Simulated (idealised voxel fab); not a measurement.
process module | voxel self aligned vias
cross-section cut | 295 nm wide | cells 5 nm
A cross-section is a grid of square cells, given in bands from the top down. A band is one or more rows of cells.
Each band's line starts with the height of the band's top and of its bottom, in nm. Then come its materials from left to right, each with its width in nm. One material with "throughout" fills the band from edge to edge. "air" is empty space.
Height 0 is the level under which the wafer as received is all one material. The lowest band goes on downwards, as in "0 down".
A width such as "30 to 40" changes by the same amount from each row of cells to the next, from the band's top row to its bottom row.
"no change" after a step means that no cell of the cross-section changed.
closed voids: empty space of 8 cells or more with no open way to the top, each as width x height at its distance from the left edge, in nm
after a step's settings: what the simulator itself notes on the step
overlay nm, on a step with a mask: how far to the right of its planned place the mask lay; to the left if negative
plan
1 op RECEIVE | material Si
2 op CONFORMAL_DEP | material SiO2 | thk nm 10
3 op CONFORMAL_DEP | material SiCN | thk nm 5
4 op DIRECTIONAL_DEP | material SiO2 | thk nm 20
5 op MASKED_ETCH | tone open | mask id LINES | width nm 25 | pitch nm 55 | etch materials SiO2 | depth nm 20 | overlay nm 0
6 op CONFORMAL_DEP | material TiN | thk nm 5
7 op FILL_DEP | material Ru | thk nm 5
8 op CMP | height nm 35
9 op SELECTIVE_ETCH | etch materials W Ru TiN | depth nm 5
10 op FILL_DEP | material SiN | thk nm 10
11 op CMP | height nm 35
12 op DIRECTIONAL_DEP | material SiO2 | thk nm 15
13 op DIRECTIONAL_DEP | material aC | thk nm 15
14 op PATTERN | tone open | mask id VIAS | material resist | width nm 35 | pitch nm 55 | thk nm 35 | overlay nm 0
15 op DIRECTIONAL_ETCH | etch materials aC | depth nm 15
16 op STRIP | etch materials resist
17 op DIRECTIONAL_ETCH | etch materials SiO2 | depth nm 15
18 op DIRECTIONAL_ETCH | etch materials SiN | depth nm 5
19 op STRIP | etch materials aC
20 op CONFORMAL_DEP | material TiN | thk nm 5
21 op FILL_DEP | material Ru | thk nm 10
22 op CMP | height nm 50
23 op CONFORMAL_DEP | material SiN | thk nm 5
first wafer, as planned
as received, after step 1
  0 down: Si throughout
  closed voids: none
after step 2
  10 to 0: SiO2 throughout
  below 0: unchanged
after step 3
  15 to 10: SiCN throughout
  below 10: unchanged
after step 4
  35 to 15: SiO2 throughout
  below 15: unchanged
after step 5
  35 to 15: SiO2 105 | air 25 | SiO2 30 | air 25 | SiO2 110
  below 15: unchanged
after step 6
  40 to 35: TiN 110 | air 15 | TiN 40 | air 15 | TiN 115
  35 to 20: SiO2 105 | TiN 5 | air 15 | TiN 5 | SiO2 30 | TiN 5 | air 15 | TiN 5 | SiO2 110
  20 to 15: SiO2 105 | TiN 25 | SiO2 30 | TiN 25 | SiO2 110
  below 15: unchanged
after step 7
  45 to 40: Ru throughout
  40 to 35: TiN 110 | Ru 15 | TiN 40 | Ru 15 | TiN 115
  35 to 20: SiO2 105 | TiN 5 | Ru 15 | TiN 5 | SiO2 30 | TiN 5 | Ru 15 | TiN 5 | SiO2 110
  below 20: unchanged
after step 8
  35 to 20: SiO2 105 | TiN 5 | Ru 15 | TiN 5 | SiO2 30 | TiN 5 | Ru 15 | TiN 5 | SiO2 110
  below 20: unchanged
after step 9
  35 to 30: SiO2 105 | air 25 | SiO2 30 | air 25 | SiO2 110
  below 30: unchanged
after step 10
  45 to 35: SiN throughout
  35 to 30: SiO2 105 | SiN 25 | SiO2 30 | SiN 25 | SiO2 110
  below 30: unchanged
after step 11
  35 to 30: SiO2 105 | SiN 25 | SiO2 30 | SiN 25 | SiO2 110
  below 30: unchanged
after step 12
  50 to 35: SiO2 throughout
  below 35: unchanged
after step 13
  65 to 50: aC throughout
  below 50: unchanged
after step 14
  100 to 65: resist 100 | air 35 | resist 20 | air 35 | resist 105
  below 65: unchanged
after step 15
  85 to 65: resist 100 | air 35 | resist 20 | air 35 | resist 105
  65 to 50: aC 100 | air 35 | aC 20 | air 35 | aC 105
  below 50: unchanged
after step 16
  65 to 50: aC 100 | air 35 | aC 20 | air 35 | aC 105
  below 50: unchanged
after step 17
  65 to 50: aC 100 | air 35 | aC 20 | air 35 | aC 105
  50 to 35: SiO2 100 | air 35 | SiO2 20 | air 35 | SiO2 105
  below 35: unchanged
after step 18
  65 to 50: aC 100 | air 35 | aC 20 | air 35 | aC 105
  50 to 35: SiO2 100 | air 35 | SiO2 20 | air 35 | SiO2 105
  35 to 30: SiO2 105 | air 25 | SiO2 30 | air 25 | SiO2 110
  below 30: unchanged
after step 19
  50 to 35: SiO2 100 | air 35 | SiO2 20 | air 35 | SiO2 105
  below 35: unchanged
after step 20
  55 to 50: TiN 105 | air 25 | TiN 30 | air 25 | TiN 110
  50 to 40: SiO2 100 | TiN 5 | air 25 | TiN 5 | SiO2 20 | TiN 5 | air 25 | TiN 5 | SiO2 105
  40 to 35: SiO2 100 | TiN 10 | air 15 | TiN 10 | SiO2 20 | TiN 10 | air 15 | TiN 10 | SiO2 105
  35 to 30: SiO2 105 | TiN 25 | SiO2 30 | TiN 25 | SiO2 110
  below 30: unchanged
after step 21
  65 to 55: Ru throughout
  55 to 50: TiN 105 | Ru 25 | TiN 30 | Ru 25 | TiN 110
  50 to 40: SiO2 100 | TiN 5 | Ru 25 | TiN 5 | SiO2 20 | TiN 5 | Ru 25 | TiN 5 | SiO2 105
  40 to 35: SiO2 100 | TiN 10 | Ru 15 | TiN 10 | SiO2 20 | TiN 10 | Ru 15 | TiN 10 | SiO2 105
  below 35: unchanged
after step 22
  50 to 40: SiO2 100 | TiN 5 | Ru 25 | TiN 5 | SiO2 20 | TiN 5 | Ru 25 | TiN 5 | SiO2 105
  below 40: unchanged
after step 23
  55 to 50: SiN throughout
  below 50: unchanged
second wafer: like start, like plan, one mistake. Through step 19 it matches the first wafer
when step 20 should have ended
  55 to 50: SiN 105 | air 25 | SiN 30 | air 25 | SiN 110
  50 to 40: SiO2 100 | SiN 5 | air 25 | SiN 5 | SiO2 20 | SiN 5 | air 25 | SiN 5 | SiO2 105
  40 to 35: SiO2 100 | SiN 10 | air 15 | SiN 10 | SiO2 20 | SiN 10 | air 15 | SiN 10 | SiO2 105
  35 to 30: SiO2 105 | SiN 25 | SiO2 30 | SiN 25 | SiO2 110
  below 30: unchanged
when step 21 should have ended
  65 to 55: Ru throughout
  55 to 50: SiN 105 | Ru 25 | SiN 30 | Ru 25 | SiN 110
  50 to 40: SiO2 100 | SiN 5 | Ru 25 | SiN 5 | SiO2 20 | SiN 5 | Ru 25 | SiN 5 | SiO2 105
  40 to 35: SiO2 100 | SiN 10 | Ru 15 | SiN 10 | SiO2 20 | SiN 10 | Ru 15 | SiN 10 | SiO2 105
  below 35: unchanged
when step 22 should have ended
  50 to 40: SiO2 100 | SiN 5 | Ru 25 | SiN 5 | SiO2 20 | SiN 5 | Ru 25 | SiN 5 | SiO2 105
  below 40: unchanged
when step 23 should have ended
  55 to 50: SiN throughout
  below 50: unchanged
what went wrong: step 20 ran as: op CONFORMAL_DEP | material SiN | thk nm 5
at the end the second wafer has, in cells: 26 more of SiN | 26 fewer of TiN
